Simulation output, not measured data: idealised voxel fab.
Process module in this document: voxel wiring stack
Cross-section cut spans 230 nm and uses square cells 5 nm in size.
This document writes a cross-section as a grid whose cells are square, and gives it as bands, listed from the top down; one or more rows of cells form a band. Look at the band entry: it leads with the top's height and the bottom's height in nm. Then it lists the materials left to right, with a width in nm for each. The word "everywhere" on a single material says that material fills the band edge to edge. The word "air" is empty space. All heights in this document are referenced to 0, defined as the level beneath which the wafer, as received, consists entirely of one material. The lowest band is not bounded below; it extends indefinitely downward and is written in the form "z 0 and below". The width entry "30->40" should be interpreted row by row: the top row of cells in the band takes the first number, the bottom row takes the second number, and the change between adjacent rows is uniform throughout. You'll sometimes find "identical to before" written for a step, and that's the way of saying that nowhere in the cross-section did a cell change during that step. Look at "Voids, sealed" for the closed voids: empty spaces with no open path to the top, sized 8 cells or up. Each is width x height at distance, distance from the left edge, all nm. Text after the settings on a step's line: the simulator's own remark on that step. A step's line can hold "overlay nm"; with a mask on that step, the setting says how far right of the planned place the mask lay, while a negative setting says it lay to the left.

Planned process steps:
1 RECEIVE | material Si
2 CONFORMAL_DEP | material SiO2 | thk nm 15
3 CONFORMAL_DEP | material SiN | thk nm 5
4 DIRECTIONAL_DEP | material lowk | thk nm 15
5 PATTERN | tone open | mask id METAL_1 | material resist | width nm 20 | pitch nm 50 | thk nm 20 | overlay nm 0
6 DIRECTIONAL_ETCH | etch materials lowk | depth nm 15
7 DIRECTIONAL_ETCH | etch materials SiN | depth nm 5
8 STRIP | etch materials resist
9 CONFORMAL_DEP | material TiN | thk nm 5
10 FILL_DEP | material W | thk nm 10
11 CMP | height nm 35
12 EPI | material Ru | thk nm 5
13 FILL_DEP | material SiCN | thk nm 5
14 DIRECTIONAL_DEP | material lowk | thk nm 30
15 PATTERN | tone open | mask id METAL_2_HOLES | material resist | width nm 15 | pitch nm 50 | thk nm 20 | overlay nm 0
16 DIRECTIONAL_ETCH | etch materials lowk | depth nm 30
17 STRIP | etch materials resist
18 DIRECTIONAL_DEP | material aC | thk nm 15
19 PATTERN | tone open | mask id METAL_2 | material resist | width nm 20 | pitch nm 50 | thk nm 30 | overlay nm 0
20 DIRECTIONAL_ETCH | etch materials aC | depth nm 15
21 STRIP | etch materials resist
22 DIRECTIONAL_ETCH | etch materials lowk | depth nm 20
23 DIRECTIONAL_ETCH | etch materials SiCN | depth nm 5
24 STRIP | etch materials aC
25 CONFORMAL_DEP | material TiN | thk nm 5
26 FILL_DEP | material Cu | thk nm 5
27 CMP | height nm 75
28 CONFORMAL_DEP | material SiCN | thk nm 5
29 DIRECTIONAL_DEP | material lowk | thk nm 25
30 MASKED_ETCH | tone open | mask id METAL_3_HOLES | width nm 15 | pitch nm 50 | etch materials lowk | depth nm 25 | overlay nm 0
31 DIRECTIONAL_DEP | material aC | thk nm 10
32 PATTERN | tone open | mask id METAL_3 | material resist | width nm 20 | pitch nm 50 | thk nm 30 | overlay nm 0
33 DIRECTIONAL_ETCH | etch materials aC | depth nm 10
34 STRIP | etch materials resist
35 DIRECTIONAL_ETCH | etch materials lowk | depth nm 15
36 DIRECTIONAL_ETCH | etch materials SiCN | depth nm 5
37 STRIP | etch materials aC
38 CONFORMAL_DEP | material TiN | thk nm 5
39 FILL_DEP | material Ru | thk nm 5
40 CMP | height nm 105
41 CONFORMAL_DEP | material SiN | thk nm 5

As received (post step 1): cross-section:
* z 0 and below | Si everywhere
* Voids, sealed: none

Run as planned - first of the two wafers cross-sectioned at the end of the module:
* z 110 to 105 | SiN everywhere
* z 105 to 95 | lowk 30 | TiN 5 | Ru 10 | TiN 5 | lowk 30 | TiN 5 | Ru 10 | TiN 5 | lowk 30 | TiN 5 | Ru 10 | TiN 5 | lowk 30 | TiN 5 | Ru 10 | TiN 5 | lowk 30
* z 95 to 90 | lowk 30 | TiN 5 | Ru 5 | TiN 10 | lowk 30 | TiN 5 | Ru 5 | TiN 10 | lowk 30 | TiN 5 | Ru 5 | TiN 10 | lowk 30 | TiN 5 | Ru 5 | TiN 10 | lowk 30
* z 90 to 80 | lowk 30 | TiN 5 | Ru 5 | TiN 5 | lowk 35 | TiN 5 | Ru 5 | TiN 5 | lowk 35 | TiN 5 | Ru 5 | TiN 5 | lowk 35 | TiN 5 | Ru 5 | TiN 5 | lowk 35
* z 80 to 75 | SiCN 30 | TiN 15 | SiCN 35 | TiN 15 | SiCN 35 | TiN 15 | SiCN 35 | TiN 15 | SiCN 35
* z 75 to 60 | lowk 30 | TiN 5 | Cu 10 | TiN 5 | lowk 30 | TiN 5 | Cu 10 | TiN 5 | lowk 30 | TiN 5 | Cu 10 | TiN 5 | lowk 30 | TiN 5 | Cu 10 | TiN 5 | lowk 30
* z 60 to 55 | lowk 30 | TiN 5 | Cu 5 | TiN 10 | lowk 30 | TiN 5 | Cu 5 | TiN 10 | lowk 30 | TiN 5 | Cu 5 | TiN 10 | lowk 30 | TiN 5 | Cu 5 | TiN 10 | lowk 30
* z 55 to 45 | lowk 30 | TiN 5 | Cu 5 | TiN 5 | lowk 35 | TiN 5 | Cu 5 | TiN 5 | lowk 35 | TiN 5 | Cu 5 | TiN 5 | lowk 35 | TiN 5 | Cu 5 | TiN 5 | lowk 35
* z 45 to 40 | SiCN 30 | TiN 15 | SiCN 35 | TiN 15 | SiCN 35 | TiN 15 | SiCN 35 | TiN 15 | SiCN 35
* z 40 to 35 | SiCN 25 | Ru 30 | SiCN 20 | Ru 30 | SiCN 20 | Ru 30 | SiCN 20 | Ru 30 | SiCN 25
* z 35 to 20 | lowk 30 | TiN 5 | W 10 | TiN 5 | lowk 30 | TiN 5 | W 10 | TiN 5 | lowk 30 | TiN 5 | W 10 | TiN 5 | lowk 30 | TiN 5 | W 10 | TiN 5 | lowk 30
* z 20 to 15 | SiN 30 | TiN 20 | SiN 30 | TiN 20 | SiN 30 | TiN 20 | SiN 30 | TiN 20 | SiN 30
* z 15 to 0 | SiO2 everywhere
* z 0 and below | Si everywhere
* Voids, sealed: none

Second of two wafers, module complete, sectioned: it shares the first wafer's start and plan but was run with one mistake:
* z 110 to 105 | SiN everywhere
* z 105 to 95 | lowk 30 | TiN 5 | Ru 10 | TiN 5 | lowk 30 | TiN 5 | Ru 10 | TiN 5 | lowk 30 | TiN 5 | Ru 10 | TiN 5 | lowk 30 | TiN 5 | Ru 10 | TiN 5 | lowk 30
* z 95 to 90 | lowk 30 | TiN 5 | Ru 5 | TiN 10 | lowk 30 | TiN 5 | Ru 5 | TiN 10 | lowk 30 | TiN 5 | Ru 5 | TiN 10 | lowk 30 | TiN 5 | Ru 5 | TiN 10 | lowk 30
* z 90 to 80 | lowk 30 | TiN 5 | Ru 5 | TiN 5 | lowk 35 | TiN 5 | Ru 5 | TiN 5 | lowk 35 | TiN 5 | Ru 5 | TiN 5 | lowk 35 | TiN 5 | Ru 5 | TiN 5 | lowk 35
* z 80 to 75 | SiCN 30 | TiN 15 | SiCN 35 | TiN 15 | SiCN 35 | TiN 15 | SiCN 35 | TiN 15 | SiCN 35
* z 75 to 70 | Cu 20 | TiN 15 | Cu 10 | TiN 15 | Cu 10 | TiN 15 | Cu 10 | TiN 15 | Cu 10 | TiN 15 | Cu 10 | TiN 15 | Cu 10 | TiN 15 | Cu 10 | TiN 15 | Cu 20
* z 70 to 65 | TiN 25 | lowk 5 | TiN 5 | Cu 10 | TiN 5 | lowk 5 | TiN 20 | lowk 5 | TiN 5 | Cu 10 | TiN 5 | lowk 5 | TiN 20 | lowk 5 | TiN 5 | Cu 10 | TiN 5 | lowk 5 | TiN 20 | lowk 5 | TiN 5 | Cu 10 | TiN 5 | lowk 5 | TiN 25
* z 65 to 55 | lowk 30 | TiN 5 | Cu 10 | TiN 5 | lowk 30 | TiN 5 | Cu 10 | TiN 5 | lowk 30 | TiN 5 | Cu 10 | TiN 5 | lowk 30 | TiN 5 | Cu 10 | TiN 5 | lowk 30
* z 55 to 45 | lowk 30 | TiN 5 | Cu 5 | TiN 10->5 | lowk 30->35 | TiN 5 | Cu 5 | TiN 10->5 | lowk 30->35 | TiN 5 | Cu 5 | TiN 10->5 | lowk 30->35 | TiN 5 | Cu 5 | TiN 10->5 | lowk 30->35
* z 45 to 40 | lowk 30 | TiN 15 | lowk 35 | TiN 15 | lowk 35 | TiN 15 | lowk 35 | TiN 15 | lowk 35
* z 40 to 35 | lowk 25 | Ru 30 | lowk 20 | Ru 30 | lowk 20 | Ru 30 | lowk 20 | Ru 30 | lowk 25
* z 35 to 20 | lowk 30 | TiN 5 | W 10 | TiN 5 | lowk 30 | TiN 5 | W 10 | TiN 5 | lowk 30 | TiN 5 | W 10 | TiN 5 | lowk 30 | TiN 5 | W 10 | TiN 5 | lowk 30
* z 20 to 15 | SiN 30 | TiN 20 | SiN 30 | TiN 20 | SiN 30 | TiN 20 | SiN 30 | TiN 20 | SiN 30
* z 15 to 0 | SiO2 everywhere
* z 0 and below | Si everywhere
* Voids, sealed: none
Where did the run depart from the plan? execution of step 13 of the plan did not take place, the step having been omitted
The final cell counts differ between the wafers, with the second having more or fewer of some materials than the first: Cu +18 | SiCN -56 | TiN +38
